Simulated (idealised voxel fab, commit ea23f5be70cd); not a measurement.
The document below concerns the process module designated voxel trench capacitor.
Square cells of 5 nm make up the cross-section cut, whose width is 145 nm.
If you're reading a cross-section in this doc, picture square cells in a grid; it comes to you as bands, top ones listed first down to the bottom, and a band can be one or more rows of cells.
What a band's entry tells you: where the top is and where the bottom is, as heights in nm, and after that what lies inside, material by material from left to right, each with its width in nm. Empty space is written as the word "empty", and a single material marked with the word "everywhere" occupies the band from edge to edge.
Height 0 is the level under which the wafer as received is all one material. The lowest band goes on downwards, as in "z 0 and below".
Width spec "30..40" -> top row of cells at first value, bottom row at second value, equal per-row change in between.
The cross-section has no changed cell in any step marked "remained unchanged".
"Sealed void list" - sealed voids, min. 8 cells, no opening to top; format: width x height at distance (distance from left edge; nm throughout).
It should be noted that, on the line of a given step, the content following the step's settings is a remark produced by the simulator itself with respect to that step.
"overlay nm", when on a step's line for a step with a mask, measures how far to the right of its planned place the mask lay; a negative measure means to the left.

Process steps (planned):
| 1 | RECEIVE | material Si |
| 2 | CONFORMAL_DEP | material SiN | thk nm 10 |
| 3 | MASKED_ETCH | tone open | mask id TRENCH | width nm 30 | pitch nm 45 | etch materials SiN | depth nm 10 | overlay nm 0 |
| 4 | MASKED_ETCH | tone open | mask id TRENCH | width nm 30 | pitch nm 45 | etch materials Si | depth nm 25 | overlay nm 0 |
| 5 | CONFORMAL_DEP | material Al2O3 | thk nm 5 |
| 6 | CONFORMAL_DEP | material TiN | thk nm 5 |
| 7 | FILL_DEP | material W | thk nm 10 |
| 8 | CMP | height nm 10 |

The first of two wafers, run as planned:

Shown in cross-section is the wafer as received, that is, as it stands after step 1:
	z 0 and below = Si everywhere
	Sealed void list: none

You're looking at a cross-section of the wafer after step 2:
	z 10 to 0 = SiN everywhere
	Under 0: no change, same as before.

You're looking at a cross-section of the wafer after step 3:
	z 10 to 0 = 35 nm SiN; 30 nm empty; 15 nm SiN; 30 nm empty; 35 nm SiN
	Under 0: no change, same as before.

You're looking at a cross-section of the wafer after step 4:
	z 10 to 0 = 35 nm SiN; 30 nm empty; 15 nm SiN; 30 nm empty; 35 nm SiN
	z 0 to -25 = 35 nm Si; 30 nm empty; 15 nm Si; 30 nm empty; 35 nm Si
	Under -25: no change, same as before.

You're looking at a cross-section of the wafer after step 5:
	z 15 to 10 = 40 nm Al2O3; 20 nm empty; 25 nm Al2O3; 20 nm empty; 40 nm Al2O3
	z 10 to 0 = 35 nm SiN; 5 nm Al2O3; 20 nm empty; 5 nm Al2O3; 15 nm SiN; 5 nm Al2O3; 20 nm empty; 5 nm Al2O3; 35 nm SiN
	z 0 to -20 = 35 nm Si; 5 nm Al2O3; 20 nm empty; 5 nm Al2O3; 15 nm Si; 5 nm Al2O3; 20 nm empty; 5 nm Al2O3; 35 nm Si
	z -20 to -25 = 35 nm Si; 30 nm Al2O3; 15 nm Si; 30 nm Al2O3; 35 nm Si
	Under -25: no change, same as before.

You're looking at a cross-section of the wafer after step 6:
	z 20 to 15 = 45 nm TiN; 10 nm empty; 35 nm TiN; 10 nm empty; 45 nm TiN
	z 15 to 10 = 40 nm Al2O3; 5 nm TiN; 10 nm empty; 5 nm TiN; 25 nm Al2O3; 5 nm TiN; 10 nm empty; 5 nm TiN; 40 nm Al2O3
	z 10 to 0 = 35 nm SiN; 5 nm Al2O3; 5 nm TiN; 10 nm empty; 5 nm TiN; 5 nm Al2O3; 15 nm SiN; 5 nm Al2O3; 5 nm TiN; 10 nm empty; 5 nm TiN; 5 nm Al2O3; 35 nm SiN
	z 0 to -15 = 35 nm Si; 5 nm Al2O3; 5 nm TiN; 10 nm empty; 5 nm TiN; 5 nm Al2O3; 15 nm Si; 5 nm Al2O3; 5 nm TiN; 10 nm empty; 5 nm TiN; 5 nm Al2O3; 35 nm Si
	z -15 to -20 = 35 nm Si; 5 nm Al2O3; 20 nm TiN; 5 nm Al2O3; 15 nm Si; 5 nm Al2O3; 20 nm TiN; 5 nm Al2O3; 35 nm Si
	Under -20: no change, same as before.

You're looking at a cross-section of the wafer after step 7:
	z 30 to 20 = W everywhere
	z 20 to 15 = 45 nm TiN; 10 nm W; 35 nm TiN; 10 nm W; 45 nm TiN
	z 15 to 10 = 40 nm Al2O3; 5 nm TiN; 10 nm W; 5 nm TiN; 25 nm Al2O3; 5 nm TiN; 10 nm W; 5 nm TiN; 40 nm Al2O3
	z 10 to 0 = 35 nm SiN; 5 nm Al2O3; 5 nm TiN; 10 nm W; 5 nm TiN; 5 nm Al2O3; 15 nm SiN; 5 nm Al2O3; 5 nm TiN; 10 nm W; 5 nm TiN; 5 nm Al2O3; 35 nm SiN
	z 0 to -15 = 35 nm Si; 5 nm Al2O3; 5 nm TiN; 10 nm W; 5 nm TiN; 5 nm Al2O3; 15 nm Si; 5 nm Al2O3; 5 nm TiN; 10 nm W; 5 nm TiN; 5 nm Al2O3; 35 nm Si
	Under -15: no change, same as before.

You're looking at a cross-section of the wafer after step 8:
	z 10 to 0 = 35 nm SiN; 5 nm Al2O3; 5 nm TiN; 10 nm W; 5 nm TiN; 5 nm Al2O3; 15 nm SiN; 5 nm Al2O3; 5 nm TiN; 10 nm W; 5 nm TiN; 5 nm Al2O3; 35 nm SiN
	Under 0: no change, same as before.

Companion wafer, the second of two: same beginning, same intended sequence, one mistake in carrying it out; through step 2 inclusive it tracks the first exactly:

The second wafer in cross-section, at the planned close of step 3:
	z 10 to 0 = 35 nm empty; 30 nm SiN; 15 nm empty; 30 nm SiN; 35 nm empty
	Under 0: no change, same as before.

The second wafer in cross-section, at the planned close of step 4: remained unchanged

The second wafer in cross-section, at the planned close of step 5:
	z 15 to 10 = 30 nm empty; 40 nm Al2O3; 5 nm empty; 40 nm Al2O3; 30 nm empty
	z 10 to 5 = 30 nm empty; 5 nm Al2O3; 30 nm SiN; 5 nm Al2O3; 5 nm empty; 5 nm Al2O3; 30 nm SiN; 5 nm Al2O3; 30 nm empty
	z 5 to 0 = 35 nm Al2O3; 30 nm SiN; 15 nm Al2O3; 30 nm SiN; 35 nm Al2O3
	Under 0: no change, same as before.

The second wafer in cross-section, at the planned close of step 6:
	z 20 to 15 = 25 nm empty; 95 nm TiN; 25 nm empty
	z 15 to 10 = 25 nm empty; 5 nm TiN; 40 nm Al2O3; 5 nm TiN; 40 nm Al2O3; 5 nm TiN; 25 nm empty
	z 10 to 5 = 30 nm TiN; 5 nm Al2O3; 30 nm SiN; 5 nm Al2O3; 5 nm TiN; 5 nm Al2O3; 30 nm SiN; 5 nm Al2O3; 30 nm TiN
	Under 5: no change, same as before.

The second wafer in cross-section, at the planned close of step 7:
	z 30 to 20 = W everywhere
	z 20 to 15 = 25 nm W; 95 nm TiN; 25 nm W
	z 15 to 10 = 25 nm W; 5 nm TiN; 40 nm Al2O3; 5 nm TiN; 40 nm Al2O3; 5 nm TiN; 25 nm W
	Under 10: no change, same as before.

The second wafer in cross-section, at the planned close of step 8:
	z 10 to 5 = 30 nm TiN; 5 nm Al2O3; 30 nm SiN; 5 nm Al2O3; 5 nm TiN; 5 nm Al2O3; 30 nm SiN; 5 nm Al2O3; 30 nm TiN
	Under 5: no change, same as before.
Finding, execution versus plan: planned and actual differ for step 3; actual: MASKED_ETCH | tone cover | mask id TRENCH | width nm 30 | pitch nm 45 | etch materials SiN | depth nm 10 | overlay nm 0
Count the cells at the end and the second wafer has more or fewer of some materials than the first: 15 fewer of Al2O3 | 60 more of Si | 10 fewer of SiN | 15 fewer of TiN | 20 fewer of W
